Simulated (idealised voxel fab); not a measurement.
The document below concerns the process module designated voxel self aligned vias.
245 nm wide, 5 nm square cells: that's cross-section cut.
A cross-section is a grid of square cells, given in bands from the top down. A band is one or more rows of cells.
Heights first: top, then bottom, in nm. Then materials, left to right, each with a width in nm. "edge to edge" on a single material: fills the band edge to edge. "air": empty space.
Heads up on the height convention: 0 is the point under which the incoming wafer is all one material, and the lowest band has no bottom, it just keeps going down, like "0 and below".
You'd read "30->40" like this: the band's top row of cells is as wide as the first number, its bottom row is as wide as the second, and going down, every row changes width by the same amount as the row before did.
Reading "nothing changed" for a step: not a cell of the cross-section changed in it.
The entry titled "Tabulated closed voids" provides the empty spaces that have no open way to the top, restricted to those of 8 cells or more. Each is presented as width x height at distance, the distance being measured from the left edge, with all three in nm.
The remark found on a step's line after its settings is issued by the simulator itself and pertains to that step.
A step line may carry the setting "overlay nm", which, for steps involving a mask, states the distance by which the mask lay to the right of its intended position; negative values denote displacement to the left.
Process steps (planned)
1: RECEIVE: material Si
2: CONFORMAL_DEP: material SiO2, thk nm 15
3: CONFORMAL_DEP: material SiCN, thk nm 5
4: DIRECTIONAL_DEP: material lowk, thk nm 25
5: DIRECTIONAL_DEP: material aC, thk nm 15
6: PATTERN: tone open, mask id LINES, material resist, width nm 20, pitch nm 70, thk nm 30, overlay nm 0
7: DIRECTIONAL_ETCH: etch materials aC, depth nm 15
8: STRIP: etch materials resist
9: DIRECTIONAL_ETCH: etch materials lowk, depth nm 25
10: STRIP: etch materials aC
11: CONFORMAL_DEP: material TiN, thk nm 5
12: FILL_DEP: material W, thk nm 10
13: CMP: height nm 45
14: SELECTIVE_ETCH: etch materials W Ru TiN, depth nm 10
15: FILL_DEP: material SiN, thk nm 5
16: CMP: height nm 45
17: DIRECTIONAL_DEP: material lowk, thk nm 20
18: DIRECTIONAL_DEP: material aC, thk nm 15
19: PATTERN: tone open, mask id VIAS, material resist, width nm 40, pitch nm 70, thk nm 35, overlay nm 0
20: DIRECTIONAL_ETCH: etch materials aC, depth nm 15
21: STRIP: etch materials resist
22: DIRECTIONAL_ETCH: etch materials lowk, depth nm 20
23: DIRECTIONAL_ETCH: etch materials SiN, depth nm 10
24: STRIP: etch materials aC
25: CONFORMAL_DEP: material TiN, thk nm 5
26: FILL_DEP: material Cu, thk nm 5
27: CMP: height nm 65
28: CONFORMAL_DEP: material SiCN, thk nm 5
Incoming wafer in cross-section (state: after step 1)
	0 and below = Si edge to edge
	Tabulated closed voids: none
Wafer cross-section at end of module: start and plan as shown above, one execution error
	70 down to 65 = SiN edge to edge
	65 down to 50 = lowk: 30 / TiN: 5 / Cu: 30 / TiN: 5 / lowk: 30 / TiN: 5 / Cu: 30 / TiN: 5 / lowk: 30 / TiN: 5 / Cu: 30 / TiN: 5 / lowk: 35
	50 down to 40 = lowk: 30->40 / TiN: 15->5 / Cu: 10 / TiN: 15->5 / lowk: 30->50 / TiN: 15->5 / Cu: 10 / TiN: 15->5 / lowk: 30->50 / TiN: 15->5 / Cu: 10 / TiN: 15->5 / lowk: 35->45
	40 down to 35 = lowk: 40 / TiN: 20 / lowk: 50 / TiN: 20 / lowk: 50 / TiN: 20 / lowk: 45
	35 down to 25 = lowk: 40 / TiN: 5 / W: 10 / TiN: 5 / lowk: 50 / TiN: 5 / W: 10 / TiN: 5 / lowk: 50 / TiN: 5 / W: 10 / TiN: 5 / lowk: 45
	25 down to 20 = lowk: 40 / TiN: 20 / lowk: 50 / TiN: 20 / lowk: 50 / TiN: 20 / lowk: 45
	20 down to 15 = SiCN edge to edge
	15 down to 0 = SiO2 edge to edge
	0 and below = Si edge to edge
	Tabulated closed voids: none
Error vs. plan: step 28 was not run as planned; what actually ran was CONFORMAL_DEP: material SiN, thk nm 5
